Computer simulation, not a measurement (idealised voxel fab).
Process module heading - voxel fin reveal
cross-section cut | 160 nm wide | cells 5 nm
Cross-section = grid of square cells, listed top down in bands; band = one or more rows.
What a band's entry tells you: where the top is and where the bottom is, as heights in nm, and after that what lies inside, material by material from left to right, each with its width in nm. Empty space is written as the word "blank", and a single material marked with the word "edge to edge" occupies the band from edge to edge.
Heights are measured from 0, the level below which the as-received wafer is all one material; the lowest band has no bottom and continues downward, written as in "top 0, no bottom".
Note: "30 to 40" means the width goes from the first number (top row of the band) to the second number (bottom row) in equal steps per row of cells.
Take "no change" at face value: in the step it is given for, the cross-section changed in none of its cells.
Under "Completely sealed voids" you'll find the enclosed gaps, the ones with no way out to the top, that are 8 cells or bigger; each reads width x height at distance, with distance counted from the left edge, everything in nm.
Note: text after step settings on the step line = simulator remark on that step.
overlay nm: mask offset rightward from planned place, masked step; negative means leftward offset.
Steps in the process plan:
| 1 | RECEIVE: material Si |
| 2 | CONFORMAL_DEP: material SiN, thk nm 5 |
| 3 | MASKED_ETCH: tone cover, mask id FINS, width nm 15, pitch nm 35, etch materials SiN, depth nm 5, overlay nm -5 |
| 4 | MASKED_ETCH: tone cover, mask id FINS, width nm 15, pitch nm 35, etch materials Si, depth nm 30, overlay nm 0 |
| 5 | FILL_DEP: material SiO2, thk nm 5 |
| 6 | CMP: height nm 5 |
| 7 | SELECTIVE_ETCH: etch materials SiO2, depth nm 20 |
| 8 | STRIP: etch materials SiN |
Variable across wafers: step 3 overlay nm (plan value is that of the first wafer; starting state common to all).
Cross-section of the first of several wafers as received (after step 1):
* top 0, no bottom = Si edge to edge
* Completely sealed voids: none
Note: the following table is arranged by wafer, a row apiece. Each row reports the end-of-module state: per material, cells gained (+) or cells lost (-) compared with the wafer as received; closed voids follow:
overlay nm -5, -96 Si, +48 SiO2, Completely sealed voids: none
overlay nm 0, -120 Si, +60 SiO2, Completely sealed voids: none
overlay nm 5, -96 Si, +48 SiO2, Completely sealed voids: none
